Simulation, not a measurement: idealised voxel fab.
The following is a process module called voxel ribs on slabs.
The cross-section on display is named cut; it measures 290 nm wide, and its cells are 5 nm squares.
Notation: cross-section as square-cell grid; stated in bands, top first, going down; one or more cell rows per band.
This entry defines a band. It first specifies the height of the band's top and the height of its bottom in nm, and then specifies the band's materials from left to right, stating each material with its width in nm. The word "all across" identifies a single material that fills the band from edge to edge, while the word "air" identifies empty space.
Beneath 0, the wafer as received is one material, and that level is where height counting begins. The lowest band goes on downward without a bottom; it is written like "from 0 down".
With a width like "30->40", each row of cells in the band differs from the next by the same amount, the top row carrying the first number and the bottom row the second.
For the purposes of this document, the phrase "remains unaltered" attached to a step denotes that no cell within the cross-section was modified by that step.
This entry, "Enclosed void entries", enumerates those empty regions of no fewer than 8 cells that possess no open connection to the top. Each region is reported in the form width x height at distance, the distance being taken from the left edge, with all three quantities expressed in nm.
The remark found on a step's line after its settings is issued by the simulator itself and pertains to that step.
overlay nm: mask right of planned place by this much (step with mask). Neg. = left.
BELOW IS THE LIST OF PLANNED PROCESS STEPS
1: RECEIVE | material Si
2: DIRECTIONAL_DEP | material SiO2 | thk nm 20
3: DIRECTIONAL_DEP | material polySi | thk nm 25
4: DIRECTIONAL_DEP | material aC | thk nm 10
5: PATTERN | tone cover | mask id RIB | material resist | width nm 20 | thk nm 25 | overlay nm 0
6: DIRECTIONAL_ETCH | etch materials aC | depth nm 10
7: STRIP | etch materials resist
8: DIRECTIONAL_ETCH | etch materials polySi | depth nm 5
9: STRIP | etch materials aC
10: PATTERN | tone cover | mask id SLAB | material resist | width nm 70 | thk nm 15 | overlay nm 0
11: DIRECTIONAL_ETCH | etch materials polySi | depth nm 20
12: STRIP | etch materials resist
13: FILL_DEP | material SiO2 | thk nm 30
14: CMP | height nm 65
15: DIRECTIONAL_DEP | material W | thk nm 5
16: MASKED_ETCH | tone cover | mask id HEATER | width nm 30 | etch materials W | depth nm 5 | overlay nm 0
17: CONFORMAL_DEP | material SiO2 | thk nm 5
AS-RECEIVED WAFER CROSS-SECTION (AFTER STEP 1)
    from 0 down: Si all across
    Enclosed void entries: none
HERE'S THE CROSS-SECTION OF THE FIRST OF OUR TWO WAFERS AT THE END OF THE MODULE - IT RAN AS PLANNED
    from 75 to 70: air 125  SiO2 40  air 125
    from 70 to 65: SiO2 130  W 30  SiO2 130
    from 65 to 45: SiO2 all across
    from 45 to 40: SiO2 135  polySi 20  SiO2 135
    from 40 to 20: SiO2 110  polySi 70  SiO2 110
    from 20 to 0: SiO2 all across
    from 0 down: Si all across
    Enclosed void entries: none
SECOND OF TWO WAFERS, MODULE COMPLETE, SECTIONED: IT SHARES THE FIRST WAFER'S START AND PLAN BUT WAS RUN WITH ONE MISTAKE
    from 65 to 60: air 125  SiO2 40  air 125
    from 60 to 55: SiO2 130  W 30  SiO2 130
    from 55 to 45: SiO2 all across
    from 45 to 40: SiO2 135  polySi 20  SiO2 135
    from 40 to 20: SiO2 110  polySi 70  SiO2 110
    from 20 to 0: SiO2 all across
    from 0 down: Si all across
    Enclosed void entries: none
Run error: step 14 ran differently from the plan; actual operation with settings: CMP | height nm 55
Final cells, second wafer relative to first, materials higher or lower: SiO2 -116
